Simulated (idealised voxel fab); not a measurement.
Presented below is a process module, voxel wiring stack.
FYI the section here is cut, 200 nm wide, cells are 5 nm squares.
Cross-section layout: square cells on a grid; listed as bands, top to bottom; a band spans one or more cell rows. Basically the band line says how high the top is and how high the bottom is, in nm, and then what's in it from left to right, every material with its width in nm. Empty space shows up as "blank", and if a single material carries "full width" it runs the full band edge to edge. A quick word on heights: they are counted from 0, and under that level the wafer as it came to us is one material throughout. The lowest band is different from the rest in having no bottom; it simply continues downward, written as in "from 0 down". Think of "30..40" as a width that walks from the first number to the second as you go down the band, top row to bottom row, taking equal-sized steps from row to row. Key: "all unchanged" - step with no changed cell in the cross-section. Listed in "Closed empty spaces": every empty space of 8 or more cells without an open way to the top. Form: width x height at distance, the distance being from the left edge, all in nm. Whatever follows a step's settings on its line is a remark the simulator itself makes about that step. overlay nm: how far to the right of its planned place the mask lay on this masked step (negative: to the left).
**The steps planned for the process are as follows**
1) RECEIVE with material Si
2) CONFORMAL_DEP with material SiO2, thk nm 15
3) DIRECTIONAL_DEP with material TiN, thk nm 5
4) DIRECTIONAL_DEP with material Ru, thk nm 15
5) MASKED_ETCH with tone cover, mask id METAL_1, width nm 25, pitch nm 50, etch materials Ru, depth nm 15, overlay nm 0
6) MASKED_ETCH with tone cover, mask id METAL_1, width nm 25, pitch nm 50, etch materials TiN, depth nm 5, overlay nm 0
7) CONFORMAL_DEP with material SiCN, thk nm 5
8) FILL_DEP with material SiO2, thk nm 5
9) CMP with height nm 35
10) CONFORMAL_DEP with material SiCN, thk nm 5
11) DIRECTIONAL_DEP with material SiO2, thk nm 20
12) DIRECTIONAL_DEP with material aC, thk nm 10
13) PATTERN with tone open, mask id PLUG_1, material resist, width nm 15, pitch nm 50, thk nm 25, overlay nm 0
14) DIRECTIONAL_ETCH with etch materials aC, depth nm 10
15) STRIP with etch materials resist
16) DIRECTIONAL_ETCH with etch materials SiO2, depth nm 20
17) DIRECTIONAL_ETCH with etch materials SiCN, depth nm 5
18) STRIP with etch materials aC
19) EPI with material Ru, thk nm 10
20) EPI with material Ru, thk nm 10
21) EPI with material Ru, thk nm 5
22) DIRECTIONAL_DEP with material TiN, thk nm 5
23) DIRECTIONAL_DEP with material Ru, thk nm 20
24) MASKED_ETCH with tone cover, mask id METAL_2, width nm 25, pitch nm 50, etch materials Ru, depth nm 20, overlay nm 0
25) MASKED_ETCH with tone cover, mask id METAL_2, width nm 25, pitch nm 50, etch materials TiN, depth nm 5, overlay nm 0
26) CONFORMAL_DEP with material SiN, thk nm 5
27) FILL_DEP with material SiO2, thk nm 10
28) CMP with height nm 85
29) CONFORMAL_DEP with material SiCN, thk nm 5
30) DIRECTIONAL_DEP with material lowk, thk nm 15
31) PATTERN with tone open, mask id PLUG_2, material resist, width nm 15, thk nm 15, overlay nm 0
32) DIRECTIONAL_ETCH with etch materials lowk, depth nm 15
33) DIRECTIONAL_ETCH with etch materials SiCN, depth nm 5
34) STRIP with etch materials resist
35) CONFORMAL_DEP with material TiN, thk nm 5
36) FILL_DEP with material Cu, thk nm 10
37) CMP with height nm 105
38) DIRECTIONAL_DEP with material TiN, thk nm 5
39) DIRECTIONAL_DEP with material Ru, thk nm 15
40) MASKED_ETCH with tone cover, mask id METAL_3, width nm 25, pitch nm 50, etch materials Ru, depth nm 15, overlay nm 0
41) MASKED_ETCH with tone cover, mask id METAL_3, width nm 25, pitch nm 50, etch materials TiN, depth nm 5, overlay nm 0
42) CONFORMAL_DEP with material SiCN, thk nm 5
43) FILL_DEP with material lowk, thk nm 10
44) CMP with height nm 125
45) CONFORMAL_DEP with material SiCN, thk nm 5
**First of two wafers: run as planned**
**Cross-section of the wafer as it came to us, i.e., already through step 1**
    from 0 down  Si full width
    Closed empty spaces: none
**Cross-section: wafer state after step 2**
    from 15 to 0  SiO2 full width
    Rest of section, below 0: as before.
**Cross-section: wafer state after step 3**
    from 20 to 15  TiN full width
    Rest of section, below 15: as before.
**Cross-section: wafer state after step 4**
    from 35 to 20  Ru full width
    Rest of section, below 20: as before.
**Cross-section: wafer state after step 5**
    from 35 to 20  blank=60 | Ru=25 | blank=25 | Ru=25 | blank=65
    Rest of section, below 20: as before.
**Cross-section: wafer state after step 6**
    from 35 to 20  blank=60 | Ru=25 | blank=25 | Ru=25 | blank=65
    from 20 to 15  blank=60 | TiN=25 | blank=25 | TiN=25 | blank=65
    Rest of section, below 15: as before.
**Cross-section: wafer state after step 7**
    from 40 to 35  blank=55 | SiCN=35 | blank=15 | SiCN=35 | blank=60
    from 35 to 20  blank=55 | SiCN=5 | Ru=25 | SiCN=5 | blank=15 | SiCN=5 | Ru=25 | SiCN=5 | blank=60
    from 20 to 15  SiCN=60 | TiN=25 | SiCN=25 | TiN=25 | SiCN=65
    Rest of section, below 15: as before.
**Cross-section: wafer state after step 8**
    from 45 to 40  SiO2 full width
    from 40 to 35  SiO2=55 | SiCN=35 | SiO2=15 | SiCN=35 | SiO2=60
    from 35 to 20  SiO2=55 | SiCN=5 | Ru=25 | SiCN=5 | SiO2=15 | SiCN=5 | Ru=25 | SiCN=5 | SiO2=60
    Rest of section, below 20: as before.
**Cross-section: wafer state after step 9**
    from 35 to 20  SiO2=55 | SiCN=5 | Ru=25 | SiCN=5 | SiO2=15 | SiCN=5 | Ru=25 | SiCN=5 | SiO2=60
    Rest of section, below 20: as before.
**Cross-section: wafer state after step 10**
    from 40 to 35  SiCN full width
    Rest of section, below 35: as before.
**Cross-section: wafer state after step 11**
    from 60 to 40  SiO2 full width
    Rest of section, below 40: as before.
**Cross-section: wafer state after step 12**
    from 70 to 60  aC full width
    Rest of section, below 60: as before.
**Cross-section: wafer state after step 13**
    from 95 to 70  resist=60 | blank=15 | resist=35 | blank=15 | resist=75
    Rest of section, below 70: as before.
**Cross-section: wafer state after step 14**
    from 85 to 70  resist=60 | blank=15 | resist=35 | blank=15 | resist=75
    from 70 to 60  aC=60 | blank=15 | aC=35 | blank=15 | aC=75
    Rest of section, below 60: as before.
**Cross-section: wafer state after step 15**
    from 70 to 60  aC=60 | blank=15 | aC=35 | blank=15 | aC=75
    Rest of section, below 60: as before.
**Cross-section: wafer state after step 16**
    from 70 to 60  aC=60 | blank=15 | aC=35 | blank=15 | aC=75
    from 60 to 40  SiO2=60 | blank=15 | SiO2=35 | blank=15 | SiO2=75
    Rest of section, below 40: as before.
**Cross-section: wafer state after step 17**
    from 70 to 60  aC=60 | blank=15 | aC=35 | blank=15 | aC=75
    from 60 to 40  SiO2=60 | blank=15 | SiO2=35 | blank=15 | SiO2=75
    from 40 to 35  SiCN=60 | blank=15 | SiCN=35 | blank=15 | SiCN=75
    Rest of section, below 35: as before.
**Cross-section: wafer state after step 18**
    from 60 to 40  SiO2=60 | blank=15 | SiO2=35 | blank=15 | SiO2=75
    Rest of section, below 40: as before.
**Cross-section: wafer state after step 19**
    from 60 to 45  SiO2=60 | blank=15 | SiO2=35 | blank=15 | SiO2=75
    from 45 to 40  SiO2=60 | Ru=15 | SiO2=35 | Ru=15 | SiO2=75
    from 40 to 35  SiCN=60 | Ru=15 | SiCN=35 | Ru=15 | SiCN=75
    Rest of section, below 35: as before.
**Cross-section: wafer state after step 20**
    from 60 to 55  SiO2=60 | blank=15 | SiO2=35 | blank=15 | SiO2=75
    from 55 to 40  SiO2=60 | Ru=15 | SiO2=35 | Ru=15 | SiO2=75
    Rest of section, below 40: as before.
**Cross-section: wafer state after step 21**
    from 60 to 40  SiO2=60 | Ru=15 | SiO2=35 | Ru=15 | SiO2=75
    Rest of section, below 40: as before.
**Cross-section: wafer state after step 22**
    from 65 to 60  TiN full width
    Rest of section, below 60: as before.
**Cross-section: wafer state after step 23**
    from 85 to 65  Ru full width
    Rest of section, below 65: as before.
**Cross-section: wafer state after step 24**
    from 85 to 65  blank=60 | Ru=25 | blank=25 | Ru=25 | blank=65
    Rest of section, below 65: as before.
**Cross-section: wafer state after step 25**
    from 85 to 65  blank=60 | Ru=25 | blank=25 | Ru=25 | blank=65
    from 65 to 60  blank=60 | TiN=25 | blank=25 | TiN=25 | blank=65
    Rest of section, below 60: as before.
**Cross-section: wafer state after step 26**
    from 90 to 85  blank=55 | SiN=35 | blank=15 | SiN=35 | blank=60
    from 85 to 65  blank=55 | SiN=5 | Ru=25 | SiN=5 | blank=15 | SiN=5 | Ru=25 | SiN=5 | blank=60
    from 65 to 60  SiN=60 | TiN=25 | SiN=25 | TiN=25 | SiN=65
    Rest of section, below 60: as before.
**Cross-section: wafer state after step 27**
    from 100 to 90  SiO2 full width
    from 90 to 85  SiO2=55 | SiN=35 | SiO2=15 | SiN=35 | SiO2=60
    from 85 to 65  SiO2=55 | SiN=5 | Ru=25 | SiN=5 | SiO2=15 | SiN=5 | Ru=25 | SiN=5 | SiO2=60
    Rest of section, below 65: as before.
**Cross-section: wafer state after step 28**
    from 85 to 65  SiO2=55 | SiN=5 | Ru=25 | SiN=5 | SiO2=15 | SiN=5 | Ru=25 | SiN=5 | SiO2=60
    Rest of section, below 65: as before.
**Cross-section: wafer state after step 29**
    from 90 to 85  SiCN full width
    Rest of section, below 85: as before.
**Cross-section: wafer state after step 30**
    from 105 to 90  lowk full width
    Rest of section, below 90: as before.
**Cross-section: wafer state after step 31**
    from 120 to 105  resist=60 | blank=15 | resist=125
    Rest of section, below 105: as before.
**Cross-section: wafer state after step 32**
    from 120 to 105  resist=60 | blank=15 | resist=125
    from 105 to 90  lowk=60 | blank=15 | lowk=125
    Rest of section, below 90: as before.
**Cross-section: wafer state after step 33**
    from 120 to 105  resist=60 | blank=15 | resist=125
    from 105 to 90  lowk=60 | blank=15 | lowk=125
    from 90 to 85  SiCN=60 | blank=15 | SiCN=125
    Rest of section, below 85: as before.
**Cross-section: wafer state after step 34**
    from 105 to 90  lowk=60 | blank=15 | lowk=125
    Rest of section, below 90: as before.
**Cross-section: wafer state after step 35**
    from 110 to 105  TiN=65 | blank=5 | TiN=130
    from 105 to 90  lowk=60 | TiN=5 | blank=5 | TiN=5 | lowk=125
    from 90 to 85  SiCN=60 | TiN=15 | SiCN=125
    Rest of section, below 85: as before.
**Cross-section: wafer state after step 36**
    from 120 to 110  Cu full width
    from 110 to 105  TiN=65 | Cu=5 | TiN=130
    from 105 to 90  lowk=60 | TiN=5 | Cu=5 | TiN=5 | lowk=125
    Rest of section, below 90: as before.
**Cross-section: wafer state after step 37**
    from 105 to 90  lowk=60 | TiN=5 | Cu=5 | TiN=5 | lowk=125
    Rest of section, below 90: as before.
**Cross-section: wafer state after step 38**
    from 110 to 105  TiN full width
    Rest of section, below 105: as before.
**Cross-section: wafer state after step 39**
    from 125 to 110  Ru full width
    Rest of section, below 110: as before.
**Cross-section: wafer state after step 40**
    from 125 to 110  blank=60 | Ru=25 | blank=25 | Ru=25 | blank=65
    Rest of section, below 110: as before.
**Cross-section: wafer state after step 41**
    from 125 to 110  blank=60 | Ru=25 | blank=25 | Ru=25 | blank=65
    from 110 to 105  blank=60 | TiN=25 | blank=25 | TiN=25 | blank=65
    Rest of section, below 105: as before.
**Cross-section: wafer state after step 42**
    from 130 to 125  blank=55 | SiCN=35 | blank=15 | SiCN=35 | blank=60
    from 125 to 110  blank=55 | SiCN=5 | Ru=25 | SiCN=5 | blank=15 | SiCN=5 | Ru=25 | SiCN=5 | blank=60
    from 110 to 105  SiCN=60 | TiN=25 | SiCN=25 | TiN=25 | SiCN=65
    Rest of section, below 105: as before.
**Cross-section: wafer state after step 43**
    from 140 to 130  lowk full width
    from 130 to 125  lowk=55 | SiCN=35 | lowk=15 | SiCN=35 | lowk=60
    from 125 to 110  lowk=55 | SiCN=5 | Ru=25 | SiCN=5 | lowk=15 | SiCN=5 | Ru=25 | SiCN=5 | lowk=60
    Rest of section, below 110: as before.
**Cross-section: wafer state after step 44**
    from 125 to 110  lowk=55 | SiCN=5 | Ru=25 | SiCN=5 | lowk=15 | SiCN=5 | Ru=25 | SiCN=5 | lowk=60
    Rest of section, below 110: as before.
**Cross-section: wafer state after step 45**
    from 130 to 125  SiCN full width
    Rest of section, below 125: as before.
**Notes, second wafer: start = first wafer's, plan = first wafer's, execution had one mistake; history identical to first through step 9**
**Cross-section of the second wafer at the time step 10 of the plan should have ended**
    from 55 to 35  SiO2 full width
    Rest of section, below 35: as before.
**Cross-section of the second wafer at the time step 11 of the plan should have ended**
    from 60 to 55  SiCN full width
    Rest of section, below 55: as before.
**Cross-section of the second wafer at the time step 12 of the plan should have ended**
    from 70 to 60  aC full width
    Rest of section, below 60: as before.
**Cross-section of the second wafer at the time step 13 of the plan should have ended**
    from 95 to 70  resist=60 | blank=15 | resist=35 | blank=15 | resist=75
    Rest of section, below 70: as before.
**Cross-section of the second wafer at the time step 14 of the plan should have ended**
    from 85 to 70  resist=60 | blank=15 | resist=35 | blank=15 | resist=75
    from 70 to 60  aC=60 | blank=15 | aC=35 | blank=15 | aC=75
    Rest of section, below 60: as before.
**Cross-section of the second wafer at the time step 15 of the plan should have ended**
    from 70 to 60  aC=60 | blank=15 | aC=35 | blank=15 | aC=75
    Rest of section, below 60: as before.
Cross-section of the second wafer at the time step 16 of the plan should have ended: all unchanged
**Cross-section of the second wafer at the time step 17 of the plan should have ended**
    from 70 to 60  aC=60 | blank=15 | aC=35 | blank=15 | aC=75
    from 60 to 55  SiCN=60 | blank=15 | SiCN=35 | blank=15 | SiCN=75
    Rest of section, below 55: as before.
**Cross-section of the second wafer at the time step 18 of the plan should have ended**
    from 60 to 55  SiCN=60 | blank=15 | SiCN=35 | blank=15 | SiCN=75
    Rest of section, below 55: as before.
Cross-section of the second wafer at the time step 19 of the plan should have ended: all unchanged
Cross-section of the second wafer at the time step 20 of the plan should have ended: all unchanged
Cross-section of the second wafer at the time step 21 of the plan should have ended: all unchanged
**Cross-section of the second wafer at the time step 22 of the plan should have ended**
    from 65 to 60  TiN=60 | blank=15 | TiN=35 | blank=15 | TiN=75
    from 60 to 55  SiCN=60 | TiN=15 | SiCN=35 | TiN=15 | SiCN=75
    Rest of section, below 55: as before.
**Cross-section of the second wafer at the time step 23 of the plan should have ended**
    from 85 to 80  Ru=60 | blank=15 | Ru=35 | blank=15 | Ru=75
    from 80 to 65  Ru full width
    from 65 to 60  TiN=60 | Ru=15 | TiN=35 | Ru=15 | TiN=75
    Rest of section, below 60: as before.
**Cross-section of the second wafer at the time step 24 of the plan should have ended**
    from 85 to 80  blank=75 | Ru=10 | blank=40 | Ru=10 | blank=65
    from 80 to 65  blank=60 | Ru=25 | blank=25 | Ru=25 | blank=65
    Rest of section, below 65: as before.
**Cross-section of the second wafer at the time step 25 of the plan should have ended**
    from 85 to 80  blank=75 | Ru=10 | blank=40 | Ru=10 | blank=65
    from 80 to 65  blank=60 | Ru=25 | blank=25 | Ru=25 | blank=65
    from 65 to 60  blank=60 | Ru=15 | TiN=10 | blank=25 | Ru=15 | TiN=10 | blank=65
    Rest of section, below 60: as before.
**Cross-section of the second wafer at the time step 26 of the plan should have ended**
    from 90 to 85  blank=70 | SiN=20 | blank=30 | SiN=20 | blank=60
    from 85 to 80  blank=55 | SiN=20 | Ru=10 | SiN=5 | blank=15 | SiN=20 | Ru=10 | SiN=5 | blank=60
    from 80 to 65  blank=55 | SiN=5 | Ru=25 | SiN=5 | blank=15 | SiN=5 | Ru=25 | SiN=5 | blank=60
    from 65 to 60  SiN=60 | Ru=15 | TiN=10 | SiN=25 | Ru=15 | TiN=10 | SiN=65
    Rest of section, below 60: as before.
**Cross-section of the second wafer at the time step 27 of the plan should have ended**
    from 100 to 90  SiO2 full width
    from 90 to 85  SiO2=70 | SiN=20 | SiO2=30 | SiN=20 | SiO2=60
    from 85 to 80  SiO2=55 | SiN=20 | Ru=10 | SiN=5 | SiO2=15 | SiN=20 | Ru=10 | SiN=5 | SiO2=60
    from 80 to 65  SiO2=55 | SiN=5 | Ru=25 | SiN=5 | SiO2=15 | SiN=5 | Ru=25 | SiN=5 | SiO2=60
    Rest of section, below 65: as before.
**Cross-section of the second wafer at the time step 28 of the plan should have ended**
    from 85 to 80  SiO2=55 | SiN=20 | Ru=10 | SiN=5 | SiO2=15 | SiN=20 | Ru=10 | SiN=5 | SiO2=60
    Rest of section, below 80: as before.
**Cross-section of the second wafer at the time step 29 of the plan should have ended**
    from 90 to 85  SiCN full width
    Rest of section, below 85: as before.
**Cross-section of the second wafer at the time step 30 of the plan should have ended**
    from 105 to 90  lowk full width
    Rest of section, below 90: as before.
**Cross-section of the second wafer at the time step 31 of the plan should have ended**
    from 120 to 105  resist=60 | blank=15 | resist=125
    Rest of section, below 105: as before.
**Cross-section of the second wafer at the time step 32 of the plan should have ended**
    from 120 to 105  resist=60 | blank=15 | resist=125
    from 105 to 90  lowk=60 | blank=15 | lowk=125
    Rest of section, below 90: as before.
**Cross-section of the second wafer at the time step 33 of the plan should have ended**
    from 120 to 105  resist=60 | blank=15 | resist=125
    from 105 to 90  lowk=60 | blank=15 | lowk=125
    from 90 to 85  SiCN=60 | blank=15 | SiCN=125
    Rest of section, below 85: as before.
**Cross-section of the second wafer at the time step 34 of the plan should have ended**
    from 105 to 90  lowk=60 | blank=15 | lowk=125
    Rest of section, below 90: as before.
**Cross-section of the second wafer at the time step 35 of the plan should have ended**
    from 110 to 105  TiN=65 | blank=5 | TiN=130
    from 105 to 90  lowk=60 | TiN=5 | blank=5 | TiN=5 | lowk=125
    from 90 to 85  SiCN=60 | TiN=15 | SiCN=125
    Rest of section, below 85: as before.
**Cross-section of the second wafer at the time step 36 of the plan should have ended**
    from 120 to 110  Cu full width
    from 110 to 105  TiN=65 | Cu=5 | TiN=130
    from 105 to 90  lowk=60 | TiN=5 | Cu=5 | TiN=5 | lowk=125
    Rest of section, below 90: as before.
**Cross-section of the second wafer at the time step 37 of the plan should have ended**
    from 105 to 90  lowk=60 | TiN=5 | Cu=5 | TiN=5 | lowk=125
    Rest of section, below 90: as before.
**Cross-section of the second wafer at the time step 38 of the plan should have ended**
    from 110 to 105  TiN full width
    Rest of section, below 105: as before.
**Cross-section of the second wafer at the time step 39 of the plan should have ended**
    from 125 to 110  Ru full width
    Rest of section, below 110: as before.
**Cross-section of the second wafer at the time step 40 of the plan should have ended**
    from 125 to 110  blank=60 | Ru=25 | blank=25 | Ru=25 | blank=65
    Rest of section, below 110: as before.
**Cross-section of the second wafer at the time step 41 of the plan should have ended**
    from 125 to 110  blank=60 | Ru=25 | blank=25 | Ru=25 | blank=65
    from 110 to 105  blank=60 | TiN=25 | blank=25 | TiN=25 | blank=65
    Rest of section, below 105: as before.
**Cross-section of the second wafer at the time step 42 of the plan should have ended**
    from 130 to 125  blank=55 | SiCN=35 | blank=15 | SiCN=35 | blank=60
    from 125 to 110  blank=55 | SiCN=5 | Ru=25 | SiCN=5 | blank=15 | SiCN=5 | Ru=25 | SiCN=5 | blank=60
    from 110 to 105  SiCN=60 | TiN=25 | SiCN=25 | TiN=25 | SiCN=65
    Rest of section, below 105: as before.
**Cross-section of the second wafer at the time step 43 of the plan should have ended**
    from 140 to 130  lowk full width
    from 130 to 125  lowk=55 | SiCN=35 | lowk=15 | SiCN=35 | lowk=60
    from 125 to 110  lowk=55 | SiCN=5 | Ru=25 | SiCN=5 | lowk=15 | SiCN=5 | Ru=25 | SiCN=5 | lowk=60
    Rest of section, below 110: as before.
**Cross-section of the second wafer at the time step 44 of the plan should have ended**
    from 125 to 110  lowk=55 | SiCN=5 | Ru=25 | SiCN=5 | lowk=15 | SiCN=5 | Ru=25 | SiCN=5 | lowk=60
    Rest of section, below 110: as before.
**Cross-section of the second wafer at the time step 45 of the plan should have ended**
    from 130 to 125  SiCN full width
    Rest of section, below 125: as before.
Misprocessing identified: ran 10 and 11 in swapped order versus the plan
Final cells, second wafer relative to first, materials higher or lower: -30 Ru | +6 SiN | +24 SiO2
